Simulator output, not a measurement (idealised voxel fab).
A process module follows: voxel wiring stack.
This is section cut - it's 225 nm across, gridded in 5 nm square cells.
Cross-section layout: square cells on a grid; listed as bands, top to bottom; a band spans one or more cell rows. In this notation a band is specified by the heights of its top and bottom, in that order and in nm, after which its materials appear from left to right, each paired with its width in nm. The word "all across" attached to a single material means that material fills the band from edge to edge; the word "empty" stands for empty space. Ref level 0: as-received wafer is one material below here. Bottom band extends down with no lower bound ("z 0 and below"). The notation "30 to 40" denotes a width that varies across the rows of cells in the band, beginning at the first number in the top row, finishing at the second number in the bottom row, and changing by an identical amount from each row to the next. Where a step carries "same as before", the cross-section came out of it unchanged, cell for cell. What "Voids, enclosed" gives you is every empty space of 8 cells or more that is cut off from the top. Each appears as width x height at distance, with the distance taken from the left edge and width, height and distance all in nm. Where a step's line continues beyond its settings, the continuation is a remark by the simulator itself on that step. You can add "overlay nm" to a step's line. For a step with a mask, it describes how far the mask lay to the right of its planned position, and a negative number describes a lay to the left.

### Planned process steps
| 1 | RECEIVE: material Si |
| 2 | CONFORMAL_DEP: material SiO2, thk nm 15 |
| 3 | CONFORMAL_DEP: material SiCN, thk nm 5 |
| 4 | DIRECTIONAL_DEP: material lowk, thk nm 20 |
| 5 | DIRECTIONAL_DEP: material aC, thk nm 10 |
| 6 | PATTERN: tone open, mask id METAL_1, material resist, width nm 20, pitch nm 35, thk nm 30, overlay nm 0 |
| 7 | DIRECTIONAL_ETCH: etch materials aC, depth nm 10 |
| 8 | STRIP: etch materials resist |
| 9 | DIRECTIONAL_ETCH: etch materials lowk, depth nm 20 |
| 10 | DIRECTIONAL_ETCH: etch materials SiCN, depth nm 5 |
| 11 | STRIP: etch materials aC |
| 12 | CONFORMAL_DEP: material TiN, thk nm 5 |
| 13 | FILL_DEP: material Cu, thk nm 10 |
| 14 | CMP: height nm 40 |
| 15 | CONFORMAL_DEP: material SiCN, thk nm 5 |
| 16 | DIRECTIONAL_DEP: material lowk, thk nm 30 |
| 17 | PATTERN: tone open, mask id METAL_2, material resist, width nm 20, pitch nm 35, thk nm 20, overlay nm 0 |
| 18 | DIRECTIONAL_ETCH: etch materials lowk, depth nm 15 |
| 19 | STRIP: etch materials resist |
| 20 | PATTERN: tone open, mask id METAL_2_HOLES, material resist, width nm 15, pitch nm 35, thk nm 15, overlay nm 0 |
| 21 | DIRECTIONAL_ETCH: etch materials lowk, depth nm 15 |
| 22 | DIRECTIONAL_ETCH: etch materials SiCN, depth nm 5 |
| 23 | STRIP: etch materials resist |
| 24 | CONFORMAL_DEP: material TiN, thk nm 5 |
| 25 | FILL_DEP: material Ru, thk nm 10 |
| 26 | CMP: height nm 75 |
| 27 | CONFORMAL_DEP: material SiCN, thk nm 5 |
| 28 | DIRECTIONAL_DEP: material lowk, thk nm 25 |
| 29 | MASKED_ETCH: tone open, mask id METAL_3, width nm 20, pitch nm 35, etch materials lowk, depth nm 15, overlay nm 0 |
| 30 | PATTERN: tone open, mask id METAL_3_HOLES, material resist, width nm 15, pitch nm 70, thk nm 15, overlay nm 0 |
| 31 | DIRECTIONAL_ETCH: etch materials lowk, depth nm 10 |
| 32 | DIRECTIONAL_ETCH: etch materials SiCN, depth nm 5 |
| 33 | STRIP: etch materials resist |
| 34 | CONFORMAL_DEP: material TiN, thk nm 5 |
| 35 | FILL_DEP: material Ru, thk nm 10 |
| 36 | CMP: height nm 105 |
| 37 | CONFORMAL_DEP: material SiCN, thk nm 5 |
The wafers are alike at the start. At step 30, their width nm differs. The plan lists the first wafer's value.

### The first of several wafers in cross-section, exactly as it reached us after step 1
	z 0 and below | Si all across
	Voids, enclosed: none

### Every row in this table is a wafer at the end of the module, and it gives, for each of the materials, the cells that wafer has gained (+) or lost (-) since it was received, then its closed voids
width nm 15; +24 Cu; +42 Ru; +153 SiCN; +135 SiO2; +120 TiN; +516 lowk; Voids, enclosed: none
width nm 20; +24 Cu; +48 Ru; +151 SiCN; +135 SiO2; +120 TiN; +512 lowk; Voids, enclosed: none
width nm 25; +24 Cu; +50 Ru; +151 SiCN; +135 SiO2; +122 TiN; +508 lowk; Voids, enclosed: none
width nm 30; +24 Cu; +52 Ru; +151 SiCN; +135 SiO2; +124 TiN; +504 lowk; Voids, enclosed: none
